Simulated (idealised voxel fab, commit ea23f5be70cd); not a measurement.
process module | voxel air gaps
cross-section cut | 265 nm wide | cells 5 nm
A cross-section is a grid of square cells, given in bands from the top down. A band is one or more rows of cells.
Each band's line starts with the height of the band's top and of its bottom, in nm. Then come its materials from left to right, each with its width in nm. One material with "throughout" fills the band from edge to edge. "air" is empty space.
Height 0 is the level under which the wafer as received is all one material. The lowest band goes on downwards, as in "0 down".
A width such as "30 to 40" changes by the same amount from each row of cells to the next, from the band's top row to its bottom row.
"no change" after a step means that no cell of the cross-section changed.
closed voids: empty space of 8 cells or more with no open way to the top, each as width x height at its distance from the left edge, in nm
after a step's settings: what the simulator itself notes on the step
overlay nm, on a step with a mask: how far to the right of its planned place the mask lay; to the left if negative
plan
1 op RECEIVE | material Si
2 op CONFORMAL_DEP | material SiO2 | thk nm 10
3 op CONFORMAL_DEP | material SiN | thk nm 5
4 op DIRECTIONAL_DEP | material lowk | thk nm 40
5 op PATTERN | tone open | mask id LINES | material resist | width nm 20 | pitch nm 45 | thk nm 15 | overlay nm 0
6 op DIRECTIONAL_ETCH | etch materials lowk | depth nm 40
7 op STRIP | etch materials resist
8 op CONFORMAL_DEP | material TiN | thk nm 5
9 op FILL_DEP | material Cu | thk nm 5
10 op CMP | height nm 55
11 op EPI | material Ru | thk nm 10
12 op SELECTIVE_ETCH | etch materials lowk | depth nm 50
13 op CONFORMAL_DEP | material SiN | thk nm 5
first wafer, as planned
as received, after step 1
  0 down: Si throughout
  closed voids: none
after step 2
  10 to 0: SiO2 throughout
  below 0: unchanged
after step 3
  15 to 10: SiN throughout
  below 10: unchanged
after step 4
  55 to 15: lowk throughout
  below 15: unchanged
after step 5
  70 to 55: resist 55 | air 20 | resist 25 | air 20 | resist 25 | air 20 | resist 25 | air 20 | resist 55
  below 55: unchanged
after step 6
  70 to 55: resist 55 | air 20 | resist 25 | air 20 | resist 25 | air 20 | resist 25 | air 20 | resist 55
  55 to 15: lowk 55 | air 20 | lowk 25 | air 20 | lowk 25 | air 20 | lowk 25 | air 20 | lowk 55
  below 15: unchanged
after step 7
  55 to 15: lowk 55 | air 20 | lowk 25 | air 20 | lowk 25 | air 20 | lowk 25 | air 20 | lowk 55
  below 15: unchanged
after step 8
  60 to 55: TiN 60 | air 10 | TiN 35 | air 10 | TiN 35 | air 10 | TiN 35 | air 10 | TiN 60
  55 to 20: lowk 55 | TiN 5 | air 10 | TiN 5 | lowk 25 | TiN 5 | air 10 | TiN 5 | lowk 25 | TiN 5 | air 10 | TiN 5 | lowk 25 | TiN 5 | air 10 | TiN 5 | lowk 55
  20 to 15: lowk 55 | TiN 20 | lowk 25 | TiN 20 | lowk 25 | TiN 20 | lowk 25 | TiN 20 | lowk 55
  below 15: unchanged
after step 9
  65 to 60: Cu throughout
  60 to 55: TiN 60 | Cu 10 | TiN 35 | Cu 10 | TiN 35 | Cu 10 | TiN 35 | Cu 10 | TiN 60
  55 to 20: lowk 55 | TiN 5 | Cu 10 | TiN 5 | lowk 25 | TiN 5 | Cu 10 | TiN 5 | lowk 25 | TiN 5 | Cu 10 | TiN 5 | lowk 25 | TiN 5 | Cu 10 | TiN 5 | lowk 55
  below 20: unchanged
after step 10
  55 to 20: lowk 55 | TiN 5 | Cu 10 | TiN 5 | lowk 25 | TiN 5 | Cu 10 | TiN 5 | lowk 25 | TiN 5 | Cu 10 | TiN 5 | lowk 25 | TiN 5 | Cu 10 | TiN 5 | lowk 55
  below 20: unchanged
after step 11
  65 to 55: air 45 | Ru 40 | air 5 | Ru 40 | air 5 | Ru 40 | air 5 | Ru 40 | air 45
  below 55: unchanged
after step 12
  65 to 55: air 45 | Ru 40 | air 5 | Ru 40 | air 5 | Ru 40 | air 5 | Ru 40 | air 45
  55 to 20: air 55 | TiN 5 | Cu 10 | TiN 5 | air 25 | TiN 5 | Cu 10 | TiN 5 | air 25 | TiN 5 | Cu 10 | TiN 5 | air 25 | TiN 5 | Cu 10 | TiN 5 | air 55
  20 to 15: air 55 | TiN 20 | air 25 | TiN 20 | air 25 | TiN 20 | air 25 | TiN 20 | air 55
  below 15: unchanged
after step 13
  70 to 65: air 40 | SiN 185 | air 40
  65 to 55: air 40 | SiN 5 | Ru 40 | SiN 5 | Ru 40 | SiN 5 | Ru 40 | SiN 5 | Ru 40 | SiN 5 | air 40
  55 to 50: air 40 | SiN 15 | TiN 5 | Cu 10 | TiN 5 | SiN 25 | TiN 5 | Cu 10 | TiN 5 | SiN 25 | TiN 5 | Cu 10 | TiN 5 | SiN 25 | TiN 5 | Cu 10 | TiN 5 | SiN 15 | air 40
  50 to 20: air 50 | SiN 5 | TiN 5 | Cu 10 | TiN 5 | SiN 5 | air 15 | SiN 5 | TiN 5 | Cu 10 | TiN 5 | SiN 5 | air 15 | SiN 5 | TiN 5 | Cu 10 | TiN 5 | SiN 5 | air 15 | SiN 5 | TiN 5 | Cu 10 | TiN 5 | SiN 5 | air 50
  20 to 15: SiN 55 | TiN 20 | SiN 25 | TiN 20 | SiN 25 | TiN 20 | SiN 25 | TiN 20 | SiN 55
  below 15: unchanged
  closed voids: 15 x 30 at 80; 15 x 30 at 125; 15 x 30 at 170
second wafer: like start, like plan, one mistake. Through step 1 it matches the first wafer
when step 2 should have ended
  10 to 0: lowk throughout
  below 0: unchanged
when step 3 should have ended
  15 to 10: SiN throughout
  below 10: unchanged
when step 4 should have ended
  55 to 15: lowk throughout
  below 15: unchanged
when step 5 should have ended
  70 to 55: resist 55 | air 20 | resist 25 | air 20 | resist 25 | air 20 | resist 25 | air 20 | resist 55
  below 55: unchanged
when step 6 should have ended
  70 to 55: resist 55 | air 20 | resist 25 | air 20 | resist 25 | air 20 | resist 25 | air 20 | resist 55
  55 to 15: lowk 55 | air 20 | lowk 25 | air 20 | lowk 25 | air 20 | lowk 25 | air 20 | lowk 55
  below 15: unchanged
when step 7 should have ended
  55 to 15: lowk 55 | air 20 | lowk 25 | air 20 | lowk 25 | air 20 | lowk 25 | air 20 | lowk 55
  below 15: unchanged
when step 8 should have ended
  60 to 55: TiN 60 | air 10 | TiN 35 | air 10 | TiN 35 | air 10 | TiN 35 | air 10 | TiN 60
  55 to 20: lowk 55 | TiN 5 | air 10 | TiN 5 | lowk 25 | TiN 5 | air 10 | TiN 5 | lowk 25 | TiN 5 | air 10 | TiN 5 | lowk 25 | TiN 5 | air 10 | TiN 5 | lowk 55
  20 to 15: lowk 55 | TiN 20 | lowk 25 | TiN 20 | lowk 25 | TiN 20 | lowk 25 | TiN 20 | lowk 55
  below 15: unchanged
when step 9 should have ended
  65 to 60: Cu throughout
  60 to 55: TiN 60 | Cu 10 | TiN 35 | Cu 10 | TiN 35 | Cu 10 | TiN 35 | Cu 10 | TiN 60
  55 to 20: lowk 55 | TiN 5 | Cu 10 | TiN 5 | lowk 25 | TiN 5 | Cu 10 | TiN 5 | lowk 25 | TiN 5 | Cu 10 | TiN 5 | lowk 25 | TiN 5 | Cu 10 | TiN 5 | lowk 55
  below 20: unchanged
when step 10 should have ended
  55 to 20: lowk 55 | TiN 5 | Cu 10 | TiN 5 | lowk 25 | TiN 5 | Cu 10 | TiN 5 | lowk 25 | TiN 5 | Cu 10 | TiN 5 | lowk 25 | TiN 5 | Cu 10 | TiN 5 | lowk 55
  below 20: unchanged
when step 11 should have ended
  65 to 55: air 45 | Ru 40 | air 5 | Ru 40 | air 5 | Ru 40 | air 5 | Ru 40 | air 45
  below 55: unchanged
when step 12 should have ended
  65 to 55: air 45 | Ru 40 | air 5 | Ru 40 | air 5 | Ru 40 | air 5 | Ru 40 | air 45
  55 to 20: air 55 | TiN 5 | Cu 10 | TiN 5 | air 25 | TiN 5 | Cu 10 | TiN 5 | air 25 | TiN 5 | Cu 10 | TiN 5 | air 25 | TiN 5 | Cu 10 | TiN 5 | air 55
  20 to 15: air 55 | TiN 20 | air 25 | TiN 20 | air 25 | TiN 20 | air 25 | TiN 20 | air 55
  below 15: unchanged
when step 13 should have ended
  70 to 65: air 40 | SiN 185 | air 40
  65 to 55: air 40 | SiN 5 | Ru 40 | SiN 5 | Ru 40 | SiN 5 | Ru 40 | SiN 5 | Ru 40 | SiN 5 | air 40
  55 to 50: air 40 | SiN 15 | TiN 5 | Cu 10 | TiN 5 | SiN 25 | TiN 5 | Cu 10 | TiN 5 | SiN 25 | TiN 5 | Cu 10 | TiN 5 | SiN 25 | TiN 5 | Cu 10 | TiN 5 | SiN 15 | air 40
  50 to 20: air 50 | SiN 5 | TiN 5 | Cu 10 | TiN 5 | SiN 5 | air 15 | SiN 5 | TiN 5 | Cu 10 | TiN 5 | SiN 5 | air 15 | SiN 5 | TiN 5 | Cu 10 | TiN 5 | SiN 5 | air 15 | SiN 5 | TiN 5 | Cu 10 | TiN 5 | SiN 5 | air 50
  20 to 15: SiN 55 | TiN 20 | SiN 25 | TiN 20 | SiN 25 | TiN 20 | SiN 25 | TiN 20 | SiN 55
  below 15: unchanged
  closed voids: 15 x 30 at 80; 15 x 30 at 125; 15 x 30 at 170
what went wrong: step 2 ran as: op CONFORMAL_DEP | material lowk | thk nm 10
at the end the second wafer has, in cells: 106 fewer of SiO2 | 106 more of lowk
